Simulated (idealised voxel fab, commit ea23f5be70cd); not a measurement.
The document below concerns the process module designated voxel tone inversion.
Square cells of 5 nm make up the cross-section cut, whose width is 295 nm.
Cross-section, as written here: a square-cell grid given band by band from the top down, where a band holds one or more rows of cells. For a band, the entry starts with two heights in nm, that of the top and then that of the bottom, and carries on with the band's materials in order from left to right, each alongside its width in nm; the word "full width" beside a single material means it fills the band edge to edge, and "empty" means empty space. Heads up on the height convention: 0 is the point under which the incoming wafer is all one material, and the lowest band has no bottom, it just keeps going down, like "0 -> down". You'd read "30 to 40" like this: the band's top row of cells is as wide as the first number, its bottom row is as wide as the second, and going down, every row changes width by the same amount as the row before did. "no alteration" means the step left every cell of the cross-section as it was. "Sealed cavities" lists enclosed empty spaces (at least 8 cells, no open path upward to the top), each as width x height at distance from the left edge, in nm. Past the settings on a step's line: simulator remark, on that step. You can add "overlay nm" to a step's line. For a step with a mask, it describes how far the mask lay to the right of its planned position, and a negative number describes a lay to the left.

This section lists the process steps that were planned
1) op RECEIVE | material Si
2) op CONFORMAL_DEP | material SiN | thk nm 5
3) op DIRECTIONAL_DEP | material aC | thk nm 20
4) op PATTERN | tone cover | mask id POSTS | material resist | width nm 15 | pitch nm 30 | thk nm 25 | overlay nm 0
5) op DIRECTIONAL_ETCH | etch materials aC | depth nm 20
6) op STRIP | etch materials resist
7) op FILL_DEP | material SiO2 | thk nm 5
8) op CMP | height nm 25
9) op STRIP | etch materials aC

Cross-section of the wafer as it came to us, i.e., already through step 1
0 -> down: Si full width
Sealed cavities: none

Post-module cross-section: identical start and plan to those above, one misstep in execution
25 -> 20: SiO2 full width
20 -> 0: SiO2 110, aC 15, SiO2 15, aC 15, SiO2 15, aC 15, SiO2 110
0 -> down: Si full width
Sealed cavities: none
Here's what went sideways: plan step 2 was not performed, having been skipped
